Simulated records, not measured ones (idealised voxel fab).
Documented hereafter: the process module known as voxel capacitor over wiring.
Section cut is 230 nm wide and gridded with 5 nm square cells.
Cross-section layout: square cells on a grid; listed as bands, top to bottom; a band spans one or more cell rows. For a band, the entry starts with two heights in nm, that of the top and then that of the bottom, and carries on with the band's materials in order from left to right, each alongside its width in nm; the word "full width" beside a single material means it fills the band edge to edge, and "empty" means empty space. Heights from 0 (as-received wafer is one material below). Bottom band endless downward, as "from 0 down". Width: "30..40" (first number = top row, second number = bottom row, same change from row to row of cells). It should be understood that the words "no alteration", when stated for a given step, signify that the cross-section underwent no change in any of its cells during that step. Reported under the label "Closed void entries" are the empty spaces having no open way to the top and comprising 8 cells or more; the notation for each is width x height at distance, in which the distance is measured from the left edge and all three values are in nm. Read whatever lies past the settings on a step's line as the simulator's own remark about the step. Regarding "overlay nm": on a step with a mask, it is the distance the mask lay to the right of its planned place; a negative value places it to the left.
The planned process steps are enumerated hereunder
1: RECEIVE with material Si
2: CONFORMAL_DEP with material SiO2, thk nm 15
3: CONFORMAL_DEP with material SiCN, thk nm 5
4: DIRECTIONAL_DEP with material lowk, thk nm 25
5: DIRECTIONAL_DEP with material aC, thk nm 15
6: PATTERN with tone open, mask id METAL_1, material resist, width nm 25, pitch nm 95, thk nm 35, overlay nm 0
7: DIRECTIONAL_ETCH with etch materials aC, depth nm 15
8: STRIP with etch materials resist
9: DIRECTIONAL_ETCH with etch materials lowk, depth nm 25
10: DIRECTIONAL_ETCH with etch materials SiCN, depth nm 5
11: STRIP with etch materials aC
12: CONFORMAL_DEP with material TiN, thk nm 5
13: FILL_DEP with material Ru, thk nm 5
14: CMP with height nm 45
15: CONFORMAL_DEP with material SiCN, thk nm 5
16: DIRECTIONAL_DEP with material lowk, thk nm 15
17: DIRECTIONAL_DEP with material aC, thk nm 15
18: PATTERN with tone open, mask id PLUG_1, material resist, width nm 15, thk nm 30, overlay nm 0
19: DIRECTIONAL_ETCH with etch materials aC, depth nm 15
20: STRIP with etch materials resist
21: DIRECTIONAL_ETCH with etch materials lowk, depth nm 15
22: DIRECTIONAL_ETCH with etch materials SiCN, depth nm 5
23: STRIP with etch materials aC
24: CONFORMAL_DEP with material TiN, thk nm 5
25: FILL_DEP with material W, thk nm 5
26: CMP with height nm 65
27: DIRECTIONAL_DEP with material TiN, thk nm 5
28: DIRECTIONAL_DEP with material Al2O3, thk nm 5
29: DIRECTIONAL_DEP with material TiN, thk nm 5
30: DIRECTIONAL_DEP with material aC, thk nm 5
31: PATTERN with tone cover, mask id UPPER_PLATE, material resist, width nm 75, thk nm 30, overlay nm 0
32: DIRECTIONAL_ETCH with etch materials aC, depth nm 10
33: STRIP with etch materials resist
34: DIRECTIONAL_ETCH with etch materials TiN, depth nm 5
35: DIRECTIONAL_ETCH with etch materials Al2O3, depth nm 5
36: STRIP with etch materials aC
37: MASKED_ETCH with tone cover, mask id LOWER_PLATE, width nm 85, etch materials TiN, depth nm 5, overlay nm 0
38: FILL_DEP with material SiO2, thk nm 20
39: CMP with height nm 95
40: PATTERN with tone open, mask id PLUG_2, material resist, width nm 15, thk nm 15, overlay nm 0
41: DIRECTIONAL_ETCH with etch materials SiO2, depth nm 15
42: STRIP with etch materials resist
43: CONFORMAL_DEP with material TiN, thk nm 5
44: FILL_DEP with material Cu, thk nm 5
45: CMP with height nm 95
46: CONFORMAL_DEP with material SiCN, thk nm 5
Wafer-to-wafer difference: thk nm, step 30. Common start. Plan = first wafer's value.
Incoming state of the first of several wafers in cross-section: after step 1
> from 0 down  Si full width
> Closed void entries: none
Every row in this table is a wafer at the end of the module, and it gives, for each of the materials, the cells that wafer has gained (+) or lost (-) since it was received, then its closed voids
thk nm 5, +15 Al2O3, +2 Cu, +30 Ru, +125 SiCN, +358 SiO2, +78 TiN, +3 W, +309 lowk, Closed void entries: none
thk nm 10, +15 Al2O3, +2 Cu, +30 Ru, +125 SiCN, +358 SiO2, +78 TiN, +3 W, +309 lowk, Closed void entries: none
thk nm 15, +46 Al2O3, +2 Cu, +30 Ru, +125 SiCN, +296 SiO2, +109 TiN, +3 W, +309 lowk, Closed void entries: none
thk nm 20, +46 Al2O3, +2 Cu, +30 Ru, +125 SiCN, +296 SiO2, +109 TiN, +3 W, +309 lowk, Closed void entries: none
thk nm 25, +46 Al2O3, +2 Cu, +30 Ru, +125 SiCN, +296 SiO2, +109 TiN, +3 W, +309 lowk, Closed void entries: none
